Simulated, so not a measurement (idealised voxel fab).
process module | voxel wiring stack
It is cross-section cut that appears here, measuring 300 nm in width, its square cells being 5 nm in size.
Format of a cross-section: grid, square cells. Given as bands. Order: top down. Band: one or more rows of cells.
This entry defines a band. It first specifies the height of the band's top and the height of its bottom in nm, and then specifies the band's materials from left to right, stating each material with its width in nm. The word "throughout" identifies a single material that fills the band from edge to edge, while the word "air" identifies empty space.
Zero point of the height axis is 0; under it, received wafer = one material. Lowest band: continues down indefinitely, "0 and below".
The notation "30 to 40" denotes a width that varies across the rows of cells in the band, beginning at the first number in the top row, finishing at the second number in the bottom row, and changing by an identical amount from each row to the next.
Step note "nothing different" = no cross-section cell changed.
Each empty space that has no open way to the top and spans at least 8 cells appears under "Enclosed cavities" as width x height at distance, the distance counted from the left edge, all in nm.
On a step's line, text after the settings is the simulator commenting on that step.
If you see "overlay nm" on a step's line and that step has a mask, it's telling you how far right of where it was planned the mask ended up; a negative number means it went left instead.
**So here's the lineup of process steps we planned**
| 1 | RECEIVE (material Si) |
| 2 | CONFORMAL_DEP (material SiO2; thk nm 10) |
| 3 | DIRECTIONAL_DEP (material TiN; thk nm 5) |
| 4 | DIRECTIONAL_DEP (material W; thk nm 25) |
| 5 | MASKED_ETCH (tone cover; mask id METAL_1; width nm 25; pitch nm 45; etch materials W; depth nm 25; overlay nm 0) |
| 6 | MASKED_ETCH (tone cover; mask id METAL_1; width nm 25; pitch nm 45; etch materials TiN; depth nm 5; overlay nm 0) |
| 7 | FILL_DEP (material lowk; thk nm 10) |
| 8 | CMP (height nm 40) |
| 9 | CONFORMAL_DEP (material SiCN; thk nm 5) |
| 10 | DIRECTIONAL_DEP (material lowk; thk nm 20) |
| 11 | MASKED_ETCH (tone open; mask id PLUG_1; width nm 15; pitch nm 45; etch materials lowk; depth nm 20; overlay nm 0) |
| 12 | MASKED_ETCH (tone open; mask id PLUG_1; width nm 15; pitch nm 45; etch materials SiCN; depth nm 5; overlay nm 0) |
| 13 | CONFORMAL_DEP (material TiN; thk nm 5) |
| 14 | FILL_DEP (material W; thk nm 5) |
| 15 | CMP (height nm 65) |
| 16 | CONFORMAL_DEP (material SiN; thk nm 5) |
| 17 | DIRECTIONAL_DEP (material SiO2; thk nm 20) |
| 18 | DIRECTIONAL_DEP (material aC; thk nm 10) |
| 19 | PATTERN (tone open; mask id METAL_2; material resist; width nm 25; pitch nm 45; thk nm 25; overlay nm 0) |
| 20 | DIRECTIONAL_ETCH (etch materials aC; depth nm 10) |
| 21 | STRIP (etch materials resist) |
| 22 | DIRECTIONAL_ETCH (etch materials SiO2; depth nm 20) |
| 23 | DIRECTIONAL_ETCH (etch materials SiN; depth nm 5) |
| 24 | STRIP (etch materials aC) |
| 25 | CONFORMAL_DEP (material TiN; thk nm 5) |
| 26 | FILL_DEP (material Cu; thk nm 5) |
| 27 | CMP (height nm 90) |
| 28 | CONFORMAL_DEP (material SiN; thk nm 5) |
**Incoming wafer, cross-sectional view, post step 1**
0 and below = Si throughout
Enclosed cavities: none
**Wafer cross-section at end of module: start and plan as shown above, one execution error**
85 down to 80 = SiN throughout
80 down to 70 = SiO2 (115) / TiN (5) / Cu (15) / TiN (5) / SiO2 (20) / TiN (5) / Cu (15) / TiN (5) / SiO2 (115)
70 down to 65 = SiN (115) / TiN (25) / SiN (20) / TiN (25) / SiN (115)
65 down to 45 = lowk (115) / TiN (5) / W (5) / TiN (5) / lowk (30) / TiN (5) / W (5) / TiN (5) / lowk (125)
45 down to 40 = SiCN (115) / TiN (15) / SiCN (30) / TiN (15) / SiCN (125)
40 down to 15 = lowk (115) / W (25) / lowk (20) / W (25) / lowk (115)
15 down to 10 = lowk (115) / TiN (25) / lowk (20) / TiN (25) / lowk (115)
10 down to 0 = SiO2 throughout
0 and below = Si throughout
Enclosed cavities: none
Run error: it should be noted that step 27 was executed with settings other than those planned, the operation and settings actually applied being CMP (height nm 80)
